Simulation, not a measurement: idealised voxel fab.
Process module under the name voxel self aligned contacts
FYI the section here is cut, 165 nm wide, cells are 5 nm squares.
Cross-section, as written here: a square-cell grid given band by band from the top down, where a band holds one or more rows of cells.
Band: top and bottom heights (nm) first, top before bottom; then materials from left to right, widths in nm. "all across" marks a sole material filling the band edge to edge. "air" denotes empty space.
Heights from 0 (as-received wafer is one material below). Bottom band endless downward, as "from 0 down".
Think of "30->40" as a width that walks from the first number to the second as you go down the band, top row to bottom row, taking equal-sized steps from row to row.
The designation "nothing got changed", where it is given for a processing step, indicates that no cell of the cross-section was altered in the course of that step.
The entry titled "Enclosed empty spaces" provides the empty spaces that have no open way to the top, restricted to those of 8 cells or more. Each is presented as width x height at distance, the distance being measured from the left edge, with all three in nm.
Step line, after settings: the simulator's comment on this step.
overlay nm: where the mask lay relative to plan, measured to the right, on steps with a mask; negatives go left.

-- These are the steps we planned for the process
- 1: RECEIVE: material Si
- 2: OXIDIZE: depth nm 5
- 3: DIRECTIONAL_DEP: material polySi, thk nm 30
- 4: DIRECTIONAL_DEP: material SiN, thk nm 15
- 5: PATTERN: tone cover, mask id GATE, material resist, width nm 30, pitch nm 60, thk nm 15, overlay nm 0
- 6: DIRECTIONAL_ETCH: etch materials SiN, depth nm 15
- 7: DIRECTIONAL_ETCH: etch materials polySi, depth nm 30
- 8: STRIP: etch materials resist
- 9: CONFORMAL_DEP: material SiN, thk nm 5
- 10: DIRECTIONAL_ETCH: etch materials SiN, depth nm 5
- 11: FILL_DEP: material SiO2, thk nm 20
- 12: CMP: height nm 55
- 13: PATTERN: tone open, mask id CONTACT, material resist, width nm 40, thk nm 15, overlay nm 0
- 14: DIRECTIONAL_ETCH: etch materials SiO2, depth nm 60
- 15: STRIP: etch materials resist
- 16: CONFORMAL_DEP: material TiN, thk nm 5
- 17: FILL_DEP: material Ru, thk nm 10
- 18: CMP: height nm 55
- 19: CONFORMAL_DEP: material SiN, thk nm 5

-- Delivered wafer in cross-section: state after step 1
> from 0 down: Si all across
> Enclosed empty spaces: none

-- Final cross-section, module run with one mistake (start and plan as above)
> from 60 to 55: SiN all across
> from 55 to 45: SiO2 60 | TiN 5 | Ru 30 | TiN 5 | SiO2 65
> from 45 to 40: SiO2 60 | TiN 10 | Ru 20 | TiN 10 | SiO2 65
> from 40 to 30: SiO2 35 | SiN 30 | TiN 5 | Ru 20 | TiN 5 | SiN 30 | SiO2 40
> from 30 to 0: SiO2 35 | polySi 30 | TiN 5 | Ru 20 | TiN 5 | polySi 30 | SiO2 40
> from 0 to -5: SiO2 65 | TiN 30 | SiO2 70
> from -5 down: Si all across
> Enclosed empty spaces: none
Nonconformance to the process plan: step 9 of the plan did not run at all; it was left out
